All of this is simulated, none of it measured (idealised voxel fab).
This section sets out a process module, namely voxel self aligned vias.
The cross-section shown here is cut; it is 150 nm wide and divided into square cells measuring 5 nm on a side.
Throughout this document, each cross-section is represented as a grid of square cells and is presented as a sequence of bands enumerated from the top downward, where a band comprises one or more rows of cells.
Heights first: top, then bottom, in nm. Then materials, left to right, each with a width in nm. "full width" on a single material: fills the band edge to edge. "empty": empty space.
All heights in this document are referenced to 0, defined as the level beneath which the wafer, as received, consists entirely of one material. The lowest band is not bounded below; it extends indefinitely downward and is written in the form "0..down".
The notation "30..40" denotes a width that varies across the rows of cells in the band, beginning at the first number in the top row, finishing at the second number in the bottom row, and changing by an identical amount from each row to the next.
"no modification" after a step means that no cell of the cross-section changed.
The label "Entrapped voids" introduces a list of the empty spaces, 8 cells or larger, that have no open way up to the top; each entry in it reads width x height at distance, where the distance is taken from the left edge and all three are stated in nm.
Whatever follows a step's settings on its line is a remark the simulator itself makes about that step.
On any step carrying a mask, the "overlay nm" setting, if present on the step's line, tells how far right of its planned place the mask lay; negative values point to the left.
What follows is a series of pairs. Each pair shows a cross-section before one process step and the cross-section after it, and the after view is drawn only down to the lowest band that changed. Beneath each pair is the step that lies between the two, with its settings. Pairs may come from different runs of this module on the same starting wafer, so a pair continues from the one above it only where its entry headed "Pre-step geometry" says so.

# Pre-step geometry
	40..35  TiN: 30 | empty: 25 | TiN: 40 | empty: 25 | TiN: 30
	35..20  lowk: 25 | TiN: 5 | empty: 25 | TiN: 5 | lowk: 30 | TiN: 5 | empty: 25 | TiN: 5 | lowk: 25
	20..15  lowk: 25 | TiN: 35 | lowk: 30 | TiN: 35 | lowk: 25
	15..10  SiCN full width
	10..0  SiO2 full width
	0..down  Si full width
	Entrapped voids: none

# After the Step
	50..40  Ru full width
	40..35  TiN: 30 | Ru: 25 | TiN: 40 | Ru: 25 | TiN: 30
	35..20  lowk: 25 | TiN: 5 | Ru: 25 | TiN: 5 | lowk: 30 | TiN: 5 | Ru: 25 | TiN: 5 | lowk: 25
	Below 20, the layers are the same as they were.
	Entrapped voids: none
What process step lies between the two cross-sections above? FILL_DEP [material Ru] [thk nm 10]

Pre-step geometry: as in the pair right above, post-step view.

# After the Step
	35..20  lowk: 25 | TiN: 5 | Ru: 25 | TiN: 5 | lowk: 30 | TiN: 5 | Ru: 25 | TiN: 5 | lowk: 25
	Below 20, the layers are the same as they were.
	Entrapped voids: none
What process step lies between the two cross-sections above? CMP [height nm 35]

Pre-step geometry: as in the pair right above, post-step view.

# After the Step
	35..25  lowk: 25 | empty: 35 | lowk: 30 | empty: 35 | lowk: 25
	Below 25, the layers are the same as they were.
	Entrapped voids: none
What process step lies between the two cross-sections above? SELECTIVE_ETCH [etch materials W Ru TiN] [depth nm 10]

Pre-step geometry: as in the pair right above, post-step view.

# After the Step
	45..35  SiN full width
	35..25  lowk: 25 | SiN: 35 | lowk: 30 | SiN: 35 | lowk: 25
	Below 25, the layers are the same as they were.
	Entrapped voids: none
What process step lies between the two cross-sections above? FILL_DEP [material SiN] [thk nm 10]

Pre-step geometry: as in the pair right above, post-step view.

# After the Step
	35..25  lowk: 25 | SiN: 35 | lowk: 30 | SiN: 35 | lowk: 25
	Below 25, the layers are the same as they were.
	Entrapped voids: none
What process step lies between the two cross-sections above? CMP [height nm 35]

Pre-step geometry: as in the pair right above, post-step view.

# After the Step
	55..35  lowk full width
	Below 35, the layers are the same as they were.
	Entrapped voids: none
What process step lies between the two cross-sections above? DIRECTIONAL_DEP [material lowk] [thk nm 20]

Pre-step geometry: as in the pair right above, post-step view.

# After the Step
	75..55  resist: 20 | empty: 40 | resist: 90
	Below 55, the layers are the same as they were.
	Entrapped voids: none
What process step lies between the two cross-sections above? PATTERN [tone open] [mask id VIAS] [material resist] [width nm 40] [thk nm 20] [overlay nm 0]

Pre-step geometry: as in the pair right above, post-step view.

# After the Step
	75..55  resist: 20 | empty: 40 | resist: 90
	55..35  lowk: 20 | empty: 40 | lowk: 90
	Below 35, the layers are the same as they were.
	Entrapped voids: none
What process step lies between the two cross-sections above? DIRECTIONAL_ETCH [etch materials lowk] [depth nm 20]

Pre-step geometry: as in the pair right above, post-step view.

# After the Step
	75..55  resist: 20 | empty: 40 | resist: 90
	55..35  lowk: 20 | empty: 40 | lowk: 90
	35..25  lowk: 25 | empty: 35 | lowk: 30 | SiN: 35 | lowk: 25
	Below 25, the layers are the same as they were.
	Entrapped voids: none
What process step lies between the two cross-sections above? DIRECTIONAL_ETCH [etch materials SiN] [depth nm 10]

Pre-step geometry: as in the pair right above, post-step view.

# After the Step
	55..35  lowk: 20 | empty: 40 | lowk: 90
	Below 35, the layers are the same as they were.
	Entrapped voids: none
What process step lies between the two cross-sections above? STRIP [etch materials resist]

Pre-step geometry: as in the pair right above, post-step view.

# After the Step
	60..55  TiN: 25 | empty: 30 | TiN: 95
	55..40  lowk: 20 | TiN: 5 | empty: 30 | TiN: 5 | lowk: 90
	40..35  lowk: 20 | TiN: 10 | empty: 25 | TiN: 5 | lowk: 90
	35..30  lowk: 25 | TiN: 5 | empty: 25 | TiN: 5 | lowk: 30 | SiN: 35 | lowk: 25
	30..25  lowk: 25 | TiN: 35 | lowk: 30 | SiN: 35 | lowk: 25
	Below 25, the layers are the same as they were.
	Entrapped voids: none
What process step lies between the two cross-sections above? CONFORMAL_DEP [material TiN] [thk nm 5]

Pre-step geometry: as in the pair right above, post-step view.

# After the Step
	70..60  Ru full width
	60..55  TiN: 25 | Ru: 30 | TiN: 95
	55..40  lowk: 20 | TiN: 5 | Ru: 30 | TiN: 5 | lowk: 90
	40..35  lowk: 20 | TiN: 10 | Ru: 25 | TiN: 5 | lowk: 90
	35..30  lowk: 25 | TiN: 5 | Ru: 25 | TiN: 5 | lowk: 30 | SiN: 35 | lowk: 25
	Below 30, the layers are the same as they were.
	Entrapped voids: none
What process step lies between the two cross-sections above? FILL_DEP [material Ru] [thk nm 10]

Pre-step geometry: as in the pair right above, post-step view.

# After the Step
	55..40  lowk: 20 | TiN: 5 | Ru: 30 | TiN: 5 | lowk: 90
	Below 40, the layers are the same as they were.
	Entrapped voids: none
What process step lies between the two cross-sections above? CMP [height nm 55]

Pre-step geometry: as in the pair right above, post-step view.

# After the Step
	60..55  SiN full width
	Below 55, the layers are the same as they were.
	Entrapped voids: none
What process step lies between the two cross-sections above? CONFORMAL_DEP [material SiN] [thk nm 5]

# Pre-step geometry
	55..35  lowk full width
	35..25  lowk: 25 | SiN: 30 | lowk: 35 | SiN: 30 | lowk: 30
	25..20  lowk: 25 | TiN: 5 | Ru: 20 | TiN: 5 | lowk: 35 | TiN: 5 | Ru: 20 | TiN: 5 | lowk: 30
	20..15  lowk: 25 | TiN: 30 | lowk: 35 | TiN: 30 | lowk: 30
	15..10  SiCN full width
	10..0  SiO2 full width
	0..down  Si full width
	Entrapped voids: none

# After the Step
	75..55  resist: 25 | empty: 40 | resist: 85
	Below 55, the layers are the same as they were.
	Entrapped voids: none
What process step lies between the two cross-sections above? PATTERN [tone open] [mask id VIAS] [material resist] [width nm 40] [thk nm 20] [overlay nm 5]

Pre-step geometry: as in the pair right above, post-step view.

# After the Step
	75..55  resist: 25 | empty: 40 | resist: 85
	55..35  lowk: 25 | empty: 40 | lowk: 85
	Below 35, the layers are the same as they were.
	Entrapped voids: none
What process step lies between the two cross-sections above? DIRECTIONAL_ETCH [etch materials lowk] [depth nm 20]

Pre-step geometry: as in the pair right above, post-step view.

# After the Step
	75..55  resist: 25 | empty: 40 | resist: 85
	55..35  lowk: 25 | empty: 40 | lowk: 85
	35..25  lowk: 25 | empty: 30 | lowk: 35 | SiN: 30 | lowk: 30
	Below 25, the layers are the same as they were.
	Entrapped voids: none
What process step lies between the two cross-sections above? DIRECTIONAL_ETCH [etch materials SiN] [depth nm 10]

Pre-step geometry: as in the pair right above, post-step view.

# After the Step
	55..35  lowk: 25 | empty: 40 | lowk: 85
	Below 35, the layers are the same as they were.
	Entrapped voids: none
What process step lies between the two cross-sections above? STRIP [etch materials resist]

Pre-step geometry: as in the pair right above, post-step view.

# After the Step
	60..55  TiN: 30 | empty: 30 | TiN: 90
	55..40  lowk: 25 | TiN: 5 | empty: 30 | TiN: 5 | lowk: 85
	40..35  lowk: 25 | TiN: 5 | empty: 20 | TiN: 15 | lowk: 85
	35..30  lowk: 25 | TiN: 5 | empty: 20 | TiN: 5 | lowk: 35 | SiN: 30 | lowk: 30
	30..25  lowk: 25 | TiN: 30 | lowk: 35 | SiN: 30 | lowk: 30
	Below 25, the layers are the same as they were.
	Entrapped voids: none
What process step lies between the two cross-sections above? CONFORMAL_DEP [material TiN] [thk nm 5]

Pre-step geometry: as in the pair right above, post-step view.

# After the Step
	70..60  Ru full width
	60..55  TiN: 30 | Ru: 30 | TiN: 90
	55..40  lowk: 25 | TiN: 5 | Ru: 30 | TiN: 5 | lowk: 85
	40..35  lowk: 25 | TiN: 5 | Ru: 20 | TiN: 15 | lowk: 85
	35..30  lowk: 25 | TiN: 5 | Ru: 20 | TiN: 5 | lowk: 35 | SiN: 30 | lowk: 30
	Below 30, the layers are the same as they were.
	Entrapped voids: none
What process step lies between the two cross-sections above? FILL_DEP [material Ru] [thk nm 10]

Pre-step geometry: as in the pair right above, post-step view.

# After the Step
	55..40  lowk: 25 | TiN: 5 | Ru: 30 | TiN: 5 | lowk: 85
	Below 40, the layers are the same as they were.
	Entrapped voids: none
What process step lies between the two cross-sections above? CMP [height nm 55]

Pre-step geometry: as in the pair right above, post-step view.

# After the Step
	60..55  SiN full width
	Below 55, the layers are the same as they were.
	Entrapped voids: none
What process step lies between the two cross-sections above? CONFORMAL_DEP [material SiN] [thk nm 5]

# Pre-step geometry
	35..15  lowk: 25 | empty: 30 | lowk: 35 | empty: 30 | lowk: 30
	15..10  SiCN full width
	10..0  SiO2 full width
	0..down  Si full width
	Entrapped voids: none

# After the Step
	40..20  lowk: 30 | empty: 20 | lowk: 45 | empty: 20 | lowk: 35
	20..15  lowk full width
	Below 15, the layers are the same as they were.
	Entrapped voids: none
What process step lies between the two cross-sections above? CONFORMAL_DEP [material lowk] [thk nm 5]

Pre-step geometry: as in the pair right above, post-step view.

# After the Step
	50..40  Ru full width
	40..20  lowk: 30 | Ru: 20 | lowk: 45 | Ru: 20 | lowk: 35
	Below 20, the layers are the same as they were.
	Entrapped voids: none
What process step lies between the two cross-sections above? FILL_DEP [material Ru] [thk nm 10]

Pre-step geometry: as in the pair right above, post-step view.

# After the Step
	35..20  lowk: 30 | Ru: 20 | lowk: 45 | Ru: 20 | lowk: 35
	Below 20, the layers are the same as they were.
	Entrapped voids: none
What process step lies between the two cross-sections above? CMP [height nm 35]

Pre-step geometry: as in the pair right above, post-step view.

# After the Step
	35..25  lowk: 30 | empty: 20 | lowk: 45 | empty: 20 | lowk: 35
	Below 25, the layers are the same as they were.
	Entrapped voids: none
What process step lies between the two cross-sections above? SELECTIVE_ETCH [etch materials W Ru TiN] [depth nm 10]

Pre-step geometry: as in the pair right above, post-step view.

# After the Step
	45..35  SiN full width
	35..25  lowk: 30 | SiN: 20 | lowk: 45 | SiN: 20 | lowk: 35
	Below 25, the layers are the same as they were.
	Entrapped voids: none
What process step lies between the two cross-sections above? FILL_DEP [material SiN] [thk nm 10]

Pre-step geometry: as in the pair right above, post-step view.

# After the Step
	35..25  lowk: 30 | SiN: 20 | lowk: 45 | SiN: 20 | lowk: 35
	Below 25, the layers are the same as they were.
	Entrapped voids: none
What process step lies between the two cross-sections above? CMP [height nm 35]

Pre-step geometry: as in the pair right above, post-step view.

# After the Step
	55..35  lowk full width
	Below 35, the layers are the same as they were.
	Entrapped voids: none
What process step lies between the two cross-sections above? DIRECTIONAL_DEP [material lowk] [thk nm 20]

Pre-step geometry: as in the pair right above, post-step view.

# After the Step
	75..55  resist: 20 | empty: 40 | resist: 90
	Below 55, the layers are the same as they were.
	Entrapped voids: none
What process step lies between the two cross-sections above? PATTERN [tone open] [mask id VIAS] [material resist] [width nm 40] [thk nm 20] [overlay nm 0]

Pre-step geometry: as in the pair right above, post-step view.

# After the Step
	75..55  resist: 20 | empty: 40 | resist: 90
	55..35  lowk: 20 | empty: 40 | lowk: 90
	Below 35, the layers are the same as they were.
	Entrapped voids: none
What process step lies between the two cross-sections above? DIRECTIONAL_ETCH [etch materials lowk] [depth nm 20]

Pre-step geometry: as in the pair right above, post-step view.

# After the Step
	75..55  resist: 20 | empty: 40 | resist: 90
	55..35  lowk: 20 | empty: 40 | lowk: 90
	35..25  lowk: 30 | empty: 20 | lowk: 45 | SiN: 20 | lowk: 35
	Below 25, the layers are the same as they were.
	Entrapped voids: none
What process step lies between the two cross-sections above? DIRECTIONAL_ETCH [etch materials SiN] [depth nm 10]

Pre-step geometry: as in the pair right above, post-step view.

# After the Step
	55..35  lowk: 20 | empty: 40 | lowk: 90
	Below 35, the layers are the same as they were.
	Entrapped voids: none
What process step lies between the two cross-sections above? STRIP [etch materials resist]

Pre-step geometry: as in the pair right above, post-step view.

# After the Step
	60..55  TiN: 25 | empty: 30 | TiN: 95
	55..40  lowk: 20 | TiN: 5 | empty: 30 | TiN: 5 | lowk: 90
	40..35  lowk: 20 | TiN: 15 | empty: 10 | TiN: 15 | lowk: 90
	35..30  lowk: 30 | TiN: 5 | empty: 10 | TiN: 5 | lowk: 45 | SiN: 20 | lowk: 35
	30..25  lowk: 30 | TiN: 20 | lowk: 45 | SiN: 20 | lowk: 35
	Below 25, the layers are the same as they were.
	Entrapped voids: none
What process step lies between the two cross-sections above? CONFORMAL_DEP [material TiN] [thk nm 5]

Pre-step geometry: as in the pair right above, post-step view.

# After the Step
	70..60  Ru full width
	60..55  TiN: 25 | Ru: 30 | TiN: 95
	55..40  lowk: 20 | TiN: 5 | Ru: 30 | TiN: 5 | lowk: 90
	40..35  lowk: 20 | TiN: 15 | Ru: 10 | TiN: 15 | lowk: 90
	35..30  lowk: 30 | TiN: 5 | Ru: 10 | TiN: 5 | lowk: 45 | SiN: 20 | lowk: 35
	Below 30, the layers are the same as they were.
	Entrapped voids: none
What process step lies between the two cross-sections above? FILL_DEP [material Ru] [thk nm 10]

Pre-step geometry: as in the pair right above, post-step view.

# After the Step
	55..40  lowk: 20 | TiN: 5 | Ru: 30 | TiN: 5 | lowk: 90
	Below 40, the layers are the same as they were.
	Entrapped voids: none
What process step lies between the two cross-sections above? CMP [height nm 55]

Pre-step geometry: as in the pair right above, post-step view.

# After the Step
	60..55  SiN full width
	Below 55, the layers are the same as they were.
	Entrapped voids: none
What process step lies between the two cross-sections above? CONFORMAL_DEP [material SiN] [thk nm 5]

# Pre-step geometry
	50..35  aC full width
	35..15  lowk full width
	15..10  SiCN full width
	10..0  SiO2 full width
	0..down  Si full width
	Entrapped voids: none

# After the Step
	80..50  empty: 25 | resist: 30 | empty: 35 | resist: 30 | empty: 30
	Below 50, the layers are the same as they were.
	Entrapped voids: none
What process step lies between the two cross-sections above? PATTERN [tone cover] [mask id LINES] [material resist] [width nm 30] [pitch nm 65] [thk nm 30] [overlay nm 0]

Pre-step geometry: as in the pair right above, post-step view.

# After the Step
	65..50  empty: 25 | resist: 30 | empty: 35 | resist: 30 | empty: 30
	50..35  empty: 25 | aC: 30 | empty: 35 | aC: 30 | empty: 30
	Below 35, the layers are the same as they were.
	Entrapped voids: none
What process step lies between the two cross-sections above? DIRECTIONAL_ETCH [etch materials aC] [depth nm 15]

Pre-step geometry: as in the pair right above, post-step view.

# After the Step
	50..35  empty: 25 | aC: 30 | empty: 35 | aC: 30 | empty: 30
	Below 35, the layers are the same as they were.
	Entrapped voids: none
What process step lies between the two cross-sections above? STRIP [etch materials resist]

Pre-step geometry: as in the pair right above, post-step view.

# After the Step
	50..35  empty: 25 | aC: 30 | empty: 35 | aC: 30 | empty: 30
	35..15  empty: 25 | lowk: 30 | empty: 35 | lowk: 30 | empty: 30
	Below 15, the layers are the same as they were.
	Entrapped voids: none
What process step lies between the two cross-sections above? DIRECTIONAL_ETCH [etch materials lowk] [depth nm 20]

Pre-step geometry: as in the pair right above, post-step view.

# After the Step
	35..15  empty: 25 | lowk: 30 | empty: 35 | lowk: 30 | empty: 30
	Below 15, the layers are the same as they were.
	Entrapped voids: none
What process step lies between the two cross-sections above? STRIP [etch materials aC]

Pre-step geometry: as in the pair right above, post-step view.

# After the Step
	40..35  empty: 20 | TiN: 40 | empty: 25 | TiN: 40 | empty: 25
	35..20  empty: 20 | TiN: 5 | lowk: 30 | TiN: 5 | empty: 25 | TiN: 5 | lowk: 30 | TiN: 5 | empty: 25
	20..15  TiN: 25 | lowk: 30 | TiN: 35 | lowk: 30 | TiN: 30
	Below 15, the layers are the same as they were.
	Entrapped voids: none
What process step lies between the two cross-sections above? CONFORMAL_DEP [material TiN] [thk nm 5]

Pre-step geometry: as in the pair right above, post-step view.

# After the Step
	50..40  Ru full width
	40..35  Ru: 20 | TiN: 40 | Ru: 25 | TiN: 40 | Ru: 25
	35..20  Ru: 20 | TiN: 5 | lowk: 30 | TiN: 5 | Ru: 25 | TiN: 5 | lowk: 30 | TiN: 5 | Ru: 25
	Below 20, the layers are the same as they were.
	Entrapped voids: none
What process step lies between the two cross-sections above? FILL_DEP [material Ru] [thk nm 10]

Pre-step geometry: as in the pair right above, post-step view.

# After the Step
	35..20  Ru: 20 | TiN: 5 | lowk: 30 | TiN: 5 | Ru: 25 | TiN: 5 | lowk: 30 | TiN: 5 | Ru: 25
	Below 20, the layers are the same as they were.
	Entrapped voids: none
What process step lies between the two cross-sections above? CMP [height nm 35]

Pre-step geometry: as in the pair right above, post-step view.

# After the Step
	35..25  empty: 25 | lowk: 30 | empty: 35 | lowk: 30 | empty: 30
	Below 25, the layers are the same as they were.
	Entrapped voids: none
What process step lies between the two cross-sections above? SELECTIVE_ETCH [etch materials W Ru TiN] [depth nm 10]

Pre-step geometry: as in the pair right above, post-step view.

# After the Step
	45..35  SiN full width
	35..25  SiN: 25 | lowk: 30 | SiN: 35 | lowk: 30 | SiN: 30
	Below 25, the layers are the same as they were.
	Entrapped voids: none
What process step lies between the two cross-sections above? FILL_DEP [material SiN] [thk nm 10]

Pre-step geometry: as in the pair right above, post-step view.

# After the Step
	35..25  SiN: 25 | lowk: 30 | SiN: 35 | lowk: 30 | SiN: 30
	Below 25, the layers are the same as they were.
	Entrapped voids: none
What process step lies between the two cross-sections above? CMP [height nm 35]

Pre-step geometry: as in the pair right above, post-step view.

# After the Step
	55..35  lowk full width
	Below 35, the layers are the same as they were.
	Entrapped voids: none
What process step lies between the two cross-sections above? DIRECTIONAL_DEP [material lowk] [thk nm 20]

Pre-step geometry: as in the pair right above, post-step view.

# After the Step
	75..55  resist: 20 | empty: 40 | resist: 90
	Below 55, the layers are the same as they were.
	Entrapped voids: none
What process step lies between the two cross-sections above? PATTERN [tone open] [mask id VIAS] [material resist] [width nm 40] [thk nm 20] [overlay nm 0]

Pre-step geometry: as in the pair right above, post-step view.

# After the Step
	75..55  resist: 20 | empty: 40 | resist: 90
	55..35  lowk: 20 | empty: 40 | lowk: 90
	Below 35, the layers are the same as they were.
	Entrapped voids: none
What process step lies between the two cross-sections above? DIRECTIONAL_ETCH [etch materials lowk] [depth nm 20]

Pre-step geometry: as in the pair right above, post-step view.

# After the Step
	75..55  resist: 20 | empty: 40 | resist: 90
	55..35  lowk: 20 | empty: 40 | lowk: 90
	35..25  SiN: 20 | empty: 5 | lowk: 30 | empty: 5 | SiN: 30 | lowk: 30 | SiN: 30
	Below 25, the layers are the same as they were.
	Entrapped voids: none
What process step lies between the two cross-sections above? DIRECTIONAL_ETCH [etch materials SiN] [depth nm 10]

Pre-step geometry: as in the pair right above, post-step view.

# After the Step
	55..35  lowk: 20 | empty: 40 | lowk: 90
	Below 35, the layers are the same as they were.
	Entrapped voids: none
What process step lies between the two cross-sections above? STRIP [etch materials resist]

Pre-step geometry: as in the pair right above, post-step view.

# After the Step
	60..55  TiN: 25 | empty: 30 | TiN: 95
	55..40  lowk: 20 | TiN: 5 | empty: 30 | TiN: 5 | lowk: 90
	40..35  lowk: 20 | TiN: 40 | lowk: 90
	35..25  SiN: 20 | TiN: 5 | lowk: 30 | TiN: 5 | SiN: 30 | lowk: 30 | SiN: 30
	Below 25, the layers are the same as they were.
	Entrapped voids: none
What process step lies between the two cross-sections above? CONFORMAL_DEP [material TiN] [thk nm 5]

Pre-step geometry: as in the pair right above, post-step view.

# After the Step
	70..60  Ru full width
	60..55  TiN: 25 | Ru: 30 | TiN: 95
	55..40  lowk: 20 | TiN: 5 | Ru: 30 | TiN: 5 | lowk: 90
	Below 40, the layers are the same as they were.
	Entrapped voids: none
What process step lies between the two cross-sections above? FILL_DEP [material Ru] [thk nm 10]

Pre-step geometry: as in the pair right above, post-step view.

# After the Step
	55..40  lowk: 20 | TiN: 5 | Ru: 30 | TiN: 5 | lowk: 90
	Below 40, the layers are the same as they were.
	Entrapped voids: none
What process step lies between the two cross-sections above? CMP [height nm 55]

Pre-step geometry: as in the pair right above, post-step view.

# After the Step
	60..55  SiN full width
	Below 55, the layers are the same as they were.
	Entrapped voids: none
What process step lies between the two cross-sections above? CONFORMAL_DEP [material SiN] [thk nm 5]
